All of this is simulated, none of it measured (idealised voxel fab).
process module | voxel local oxidation
cross-section cut | 250 nm wide | cells 5 nm
A cross-section is a grid of square cells, given in bands from the top down. A band is one or more rows of cells.
Each band's line starts with the height of the band's top and of its bottom, in nm. Then come its materials from left to right, each with its width in nm. One material with "throughout" fills the band from edge to edge. "air" is empty space.
Height 0 is the level under which the wafer as received is all one material. The lowest band goes on downwards, as in "0 down".
A width such as "30 to 40" changes by the same amount from each row of cells to the next, from the band's top row to its bottom row.
"no change" after a step means that no cell of the cross-section changed.
closed voids: empty space of 8 cells or more with no open way to the top, each as width x height at its distance from the left edge, in nm
after a step's settings: what the simulator itself notes on the step
overlay nm, on a step with a mask: how far to the right of its planned place the mask lay; to the left if negative
plan
1 op RECEIVE | material Si
2 op OXIDIZE | depth nm 5
3 op CONFORMAL_DEP | material SiN | thk nm 10
4 op PATTERN | tone cover | mask id ACTIVE | material resist | width nm 110 | thk nm 15 | overlay nm 0
5 op DIRECTIONAL_ETCH | etch materials SiN | depth nm 10
6 op STRIP | etch materials resist
7 op SELECTIVE_ETCH | etch materials SiO2 | depth nm 5
8 op OXIDIZE | depth nm 15
9 op STRIP | etch materials SiN
varied across the wafers: width nm of step 4. The plan shows the first wafer's value. All wafers start alike
first wafer as received, after step 1
  0 down: Si throughout
  closed voids: none
each wafer at the end: cells of each material gained (+) or lost (-) since it was received, then its closed voids
width nm 110 | -158 Si | +128 SiO2 | closed voids: none
width nm 115 | -155 Si | +126 SiO2 | closed voids: none
width nm 120 | -152 Si | +124 SiO2 | closed voids: none
width nm 125 | -149 Si | +122 SiO2 | closed voids: none
width nm 130 | -146 Si | +120 SiO2 | closed voids: none
width nm 135 | -143 Si | +118 SiO2 | closed voids: none
